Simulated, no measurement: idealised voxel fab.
Process module in this document: voxel wiring stack
We display cut, a cross-section 190 nm in width whose square cells are each 5 nm.
Square cells in a grid make up a cross-section in this document, and the grid is given as bands, listed from the top down, each one or more rows of cells. What a band's entry tells you: where the top is and where the bottom is, as heights in nm, and after that what lies inside, material by material from left to right, each with its width in nm. Empty space is written as the word "blank", and a single material marked with the word "all across" occupies the band from edge to edge. Counting heights begins at 0, where everything beneath is, in the wafer as received, one material. The lowest band has no bottom; it goes on downwards, as "0 nm and below" shows. The width entry "30 to 40" should be interpreted row by row: the top row of cells in the band takes the first number, the bottom row takes the second number, and the change between adjacent rows is uniform throughout. The designation "no modifications", where it is given for a processing step, indicates that no cell of the cross-section was altered in the course of that step. Heads up: "Cavities, sealed" only lists the empty pockets with no open path to the top that are 8 cells or more, and it writes them as width x height at distance, distance from the left edge, in nm. Heads up: the bit after the settings on a step's line is the simulator's remark on that step. Steps that use a mask can have "overlay nm" on their line. It says how far the mask sat to the right of where it was meant to be. Negative means to the left.
[The process steps that were planned are listed below]
1) RECEIVE (material Si)
2) CONFORMAL_DEP (material SiO2; thk nm 15)
3) CONFORMAL_DEP (material SiN; thk nm 5)
4) DIRECTIONAL_DEP (material lowk; thk nm 20)
5) PATTERN (tone open; mask id METAL_1; material resist; width nm 25; pitch nm 45; thk nm 15; overlay nm 0)
6) DIRECTIONAL_ETCH (etch materials lowk; depth nm 20)
7) DIRECTIONAL_ETCH (etch materials SiN; depth nm 5)
8) STRIP (etch materials resist)
9) CONFORMAL_DEP (material TiN; thk nm 5)
10) FILL_DEP (material Cu; thk nm 10)
11) CMP (height nm 40)
12) CONFORMAL_DEP (material SiCN; thk nm 5)
13) DIRECTIONAL_DEP (material lowk; thk nm 10)
14) PATTERN (tone open; mask id PLUG_1; material resist; width nm 15; pitch nm 90; thk nm 20; overlay nm 0)
15) DIRECTIONAL_ETCH (etch materials lowk; depth nm 10)
16) DIRECTIONAL_ETCH (etch materials SiCN; depth nm 5)
17) STRIP (etch materials resist)
18) CONFORMAL_DEP (material TiN; thk nm 5)
19) FILL_DEP (material W; thk nm 5)
20) CMP (height nm 55)
21) CONFORMAL_DEP (material SiN; thk nm 5)
22) DIRECTIONAL_DEP (material lowk; thk nm 20)
23) MASKED_ETCH (tone open; mask id METAL_2; width nm 25; pitch nm 45; etch materials lowk; depth nm 20; overlay nm 0)
24) MASKED_ETCH (tone open; mask id METAL_2; width nm 25; pitch nm 45; etch materials SiN; depth nm 5; overlay nm 0)
25) CONFORMAL_DEP (material TiN; thk nm 5)
26) FILL_DEP (material Cu; thk nm 10)
27) CMP (height nm 80)
28) EPI (material Ru; thk nm 5)
29) FILL_DEP (material SiCN; thk nm 5)
[Wafer at receipt (post step 1), cross-section]
- 0 nm and below = Si all across
- Cavities, sealed: none
[End-of-module cross-section of the first of two wafers, processed as planned]
- 90 nm to 85 nm = SiCN all across
- 85 nm to 80 nm = SiCN (10); Ru (35); SiCN (10); Ru (35); SiCN (10); Ru (35); SiCN (10); Ru (35); SiCN (10)
- 80 nm to 60 nm = lowk (15); TiN (5); Cu (15); TiN (5); lowk (20); TiN (5); Cu (15); TiN (5); lowk (20); TiN (5); Cu (15); TiN (5); lowk (20); TiN (5); Cu (15); TiN (5); lowk (15)
- 60 nm to 55 nm = SiN (15); TiN (25); SiN (20); TiN (25); SiN (20); TiN (25); SiN (20); TiN (25); SiN (15)
- 55 nm to 45 nm = lowk (15); TiN (5); W (5); TiN (5); lowk (75); TiN (5); W (5); TiN (5); lowk (70)
- 45 nm to 40 nm = SiCN (15); TiN (15); SiCN (75); TiN (15); SiCN (70)
- 40 nm to 20 nm = lowk (15); TiN (5); Cu (15); TiN (5); lowk (20); TiN (5); Cu (15); TiN (5); lowk (20); TiN (5); Cu (15); TiN (5); lowk (20); TiN (5); Cu (15); TiN (5); lowk (15)
- 20 nm to 15 nm = SiN (15); TiN (25); SiN (20); TiN (25); SiN (20); TiN (25); SiN (20); TiN (25); SiN (15)
- 15 nm to 0 nm = SiO2 all across
- 0 nm and below = Si all across
- Cavities, sealed: none
[Cross-section, second wafer: same start as the first, same plan as the first, one mistake in running it; taken at the end of the module]
- 90 nm to 85 nm = SiCN all across
- 85 nm to 80 nm = SiCN (10); Ru (35); SiCN (10); Ru (35); SiCN (10); Ru (35); SiCN (10); Ru (35); SiCN (10)
- 80 nm to 60 nm = lowk (15); TiN (5); Cu (15); TiN (5); lowk (20); TiN (5); Cu (15); TiN (5); lowk (20); TiN (5); Cu (15); TiN (5); lowk (20); TiN (5); Cu (15); TiN (5); lowk (15)
- 60 nm to 55 nm = SiN (15); TiN (25); SiN (20); TiN (25); SiN (20); TiN (25); SiN (20); TiN (25); SiN (15)
- 55 nm to 45 nm = lowk (15); TiN (5); W (5); TiN (5); lowk (75); TiN (5); W (5); TiN (5); lowk (70)
- 45 nm to 40 nm = SiCN (15); TiN (15); SiCN (75); TiN (15); SiCN (70)
- 40 nm to 35 nm = TiN (20); Cu (15); TiN (30); Cu (15); TiN (30); Cu (15); TiN (30); Cu (15); TiN (20)
- 35 nm to 20 nm = lowk (15); TiN (5); Cu (15); TiN (5); lowk (20); TiN (5); Cu (15); TiN (5); lowk (20); TiN (5); Cu (15); TiN (5); lowk (20); TiN (5); Cu (15); TiN (5); lowk (15)
- 20 nm to 15 nm = lowk (15); TiN (25); lowk (20); TiN (25); lowk (20); TiN (25); lowk (20); TiN (25); lowk (15)
- 15 nm to 0 nm = SiO2 all across
- 0 nm and below = Si all across
- Cavities, sealed: none
What was the processing mistake? plan step 3 never ran because it was skipped
End of process, cell counts, second wafer against first, materials with more or fewer: SiN -18 | TiN +18
